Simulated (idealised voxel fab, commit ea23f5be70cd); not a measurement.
You're looking at the process module voxel ribs on slabs.
In the cross-section labelled cut, the width is 165 nm and each square cell is 5 nm.
If you're reading a cross-section in this doc, picture square cells in a grid; it comes to you as bands, top ones listed first down to the bottom, and a band can be one or more rows of cells. Read a band's entry like this: the first values are the height of its top and the height of its bottom in nm, and what follows is the sequence of materials from left to right, each with its width in nm. Note that "blank" is empty space, and that a single material marked "edge to edge" reaches across the band from edge to edge. Note: height 0 marks the level under which the wafer is uniformly one material as received. Lowest band unbounded below, written "top 0, no bottom". Width spec "30->40" -> top row of cells at first value, bottom row at second value, equal per-row change in between. For the purposes of this document, the phrase "everything unchanged" attached to a step denotes that no cell within the cross-section was modified by that step. "Closed cavity list" enumerates empty spaces isolated from the top, with no open way to it, that contain at least 8 cells, giving each as width x height at distance from the left edge, all three in nm. On each step's line, the part that comes after the settings is the simulator's own comment on the step. The "overlay nm" setting may appear on a step's line; for a step that uses a mask, it gives how far to the right of its planned position the mask lay, and a negative value indicates the left.
[Listed below are the process steps as planned]
1: RECEIVE: material Si
2: DIRECTIONAL_DEP: material SiO2, thk nm 30
3: DIRECTIONAL_DEP: material polySi, thk nm 20
4: MASKED_ETCH: tone cover, mask id RIB, width nm 30, etch materials polySi, depth nm 15, overlay nm 0
5: MASKED_ETCH: tone cover, mask id SLAB, width nm 70, etch materials polySi, depth nm 5, overlay nm 0
6: FILL_DEP: material SiO2, thk nm 20
7: CMP: height nm 60
8: DIRECTIONAL_DEP: material W, thk nm 5
9: PATTERN: tone cover, mask id HEATER, material resist, width nm 40, thk nm 20, overlay nm 0
10: DIRECTIONAL_ETCH: etch materials W, depth nm 5
11: STRIP: etch materials resist
12: CONFORMAL_DEP: material SiO2, thk nm 5
[This is the cross-section of the wafer as we received it, i.e. after step 1]
top 0, no bottom: Si edge to edge
Closed cavity list: none
[End-of-module XS, first of two wafers, run as planned]
top 70, bottom 65: 55 nm blank, 50 nm SiO2, 60 nm blank
top 65, bottom 60: 60 nm SiO2, 40 nm W, 65 nm SiO2
top 60, bottom 50: SiO2 edge to edge
top 50, bottom 35: 65 nm SiO2, 30 nm polySi, 70 nm SiO2
top 35, bottom 30: 45 nm SiO2, 70 nm polySi, 50 nm SiO2
top 30, bottom 0: SiO2 edge to edge
top 0, no bottom: Si edge to edge
Closed cavity list: none
[End-of-module cross-section of the second wafer: identical starting point and process plan to the first, with one processing mistake]
top 70, bottom 65: 50 nm blank, 60 nm SiO2, 55 nm blank
top 65, bottom 60: 55 nm SiO2, 50 nm W, 60 nm SiO2
top 60, bottom 50: SiO2 edge to edge
top 50, bottom 35: 65 nm SiO2, 30 nm polySi, 70 nm SiO2
top 35, bottom 30: 45 nm SiO2, 70 nm polySi, 50 nm SiO2
top 30, bottom 0: SiO2 edge to edge
top 0, no bottom: Si edge to edge
Closed cavity list: none
Deviation from plan: step 9 changed vs plan, executed as PATTERN: tone cover, mask id HEATER, material resist, width nm 50, thk nm 20, overlay nm 0
At the finish, the second wafer shows more or fewer cells for some materials than the first does: W +2
